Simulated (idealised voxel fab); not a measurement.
process module | voxel wiring stack
cross-section cut | 235 nm wide | cells 5 nm
A cross-section is a grid of square cells, given in bands from the top down. A band is one or more rows of cells.
Each band's line starts with the height of the band's top and of its bottom, in nm. Then come its materials from left to right, each with its width in nm. One material with "throughout" fills the band from edge to edge. "air" is empty space.
Height 0 is the level under which the wafer as received is all one material. The lowest band goes on downwards, as in "0 down".
A width such as "30 to 40" changes by the same amount from each row of cells to the next, from the band's top row to its bottom row.
"no change" after a step means that no cell of the cross-section changed.
closed voids: empty space of 8 cells or more with no open way to the top, each as width x height at its distance from the left edge, in nm
after a step's settings: what the simulator itself notes on the step
overlay nm, on a step with a mask: how far to the right of its planned place the mask lay; to the left if negative
plan
1 op RECEIVE | material Si
2 op CONFORMAL_DEP | material SiO2 | thk nm 10
3 op CONFORMAL_DEP | material SiN | thk nm 5
4 op DIRECTIONAL_DEP | material lowk | thk nm 25
5 op DIRECTIONAL_DEP | material aC | thk nm 15
6 op PATTERN | tone open | mask id METAL_1 | material resist | width nm 25 | pitch nm 45 | thk nm 30 | overlay nm 0
7 op DIRECTIONAL_ETCH | etch materials aC | depth nm 15
8 op STRIP | etch materials resist
9 op DIRECTIONAL_ETCH | etch materials lowk | depth nm 25
10 op DIRECTIONAL_ETCH | etch materials SiN | depth nm 5
11 op STRIP | etch materials aC
12 op CONFORMAL_DEP | material TiN | thk nm 5
13 op FILL_DEP | material Ru | thk nm 10
14 op CMP | height nm 40
15 op CONFORMAL_DEP | material SiCN | thk nm 5
16 op DIRECTIONAL_DEP | material lowk | thk nm 30
17 op PATTERN | tone open | mask id METAL_2_HOLES | material resist | width nm 15 | pitch nm 90 | thk nm 20 | overlay nm -15
18 op DIRECTIONAL_ETCH | etch materials lowk | depth nm 30
19 op STRIP | etch materials resist
20 op PATTERN | tone open | mask id METAL_2 | material resist | width nm 25 | pitch nm 45 | thk nm 15 | overlay nm 0
21 op DIRECTIONAL_ETCH | etch materials lowk | depth nm 15
22 op DIRECTIONAL_ETCH | etch materials SiCN | depth nm 5
23 op STRIP | etch materials resist
24 op CONFORMAL_DEP | material TiN | thk nm 5
25 op FILL_DEP | material Cu | thk nm 10
26 op CMP | height nm 75
27 op CONFORMAL_DEP | material SiCN | thk nm 5
28 op DIRECTIONAL_DEP | material SiO2 | thk nm 30
29 op MASKED_ETCH | tone open | mask id METAL_3 | width nm 25 | pitch nm 45 | etch materials SiO2 | depth nm 15 | overlay nm 0
30 op PATTERN | tone open | mask id METAL_3_HOLES | material resist | width nm 15 | pitch nm 90 | thk nm 20 | overlay nm 0
31 op DIRECTIONAL_ETCH | etch materials SiO2 | depth nm 15
32 op DIRECTIONAL_ETCH | etch materials SiCN | depth nm 5
33 op STRIP | etch materials resist
34 op CONFORMAL_DEP | material TiN | thk nm 5
35 op FILL_DEP | material Ru | thk nm 5
36 op CMP | height nm 110
37 op CONFORMAL_DEP | material SiN | thk nm 5
varied across the wafers: overlay nm of step 17. The plan shows the first wafer's value. All wafers start alike
first wafer as received, after step 1
  0 down: Si throughout
  closed voids: none
each wafer at the end: cells of each material gained (+) or lost (-) since it was received, then its closed voids
overlay nm -15 | +36 Cu | +71 Ru | +88 SiCN | +79 SiN | +313 SiO2 | +133 TiN | +361 lowk | closed voids: none
overlay nm -10 | +32 Cu | +71 Ru | +86 SiCN | +79 SiN | +313 SiO2 | +133 TiN | +367 lowk | closed voids: none
overlay nm -5 | +28 Cu | +71 Ru | +84 SiCN | +79 SiN | +313 SiO2 | +133 TiN | +373 lowk | closed voids: none
overlay nm 0 | +26 Cu | +71 Ru | +82 SiCN | +79 SiN | +313 SiO2 | +131 TiN | +379 lowk | closed voids: none
overlay nm 5 | +26 Cu | +71 Ru | +82 SiCN | +79 SiN | +313 SiO2 | +131 TiN | +379 lowk | closed voids: none
overlay nm 10 | +26 Cu | +71 Ru | +82 SiCN | +79 SiN | +313 SiO2 | +131 TiN | +379 lowk | closed voids: none
overlay nm 15 | +28 Cu | +71 Ru | +84 SiCN | +79 SiN | +313 SiO2 | +133 TiN | +373 lowk | closed voids: none
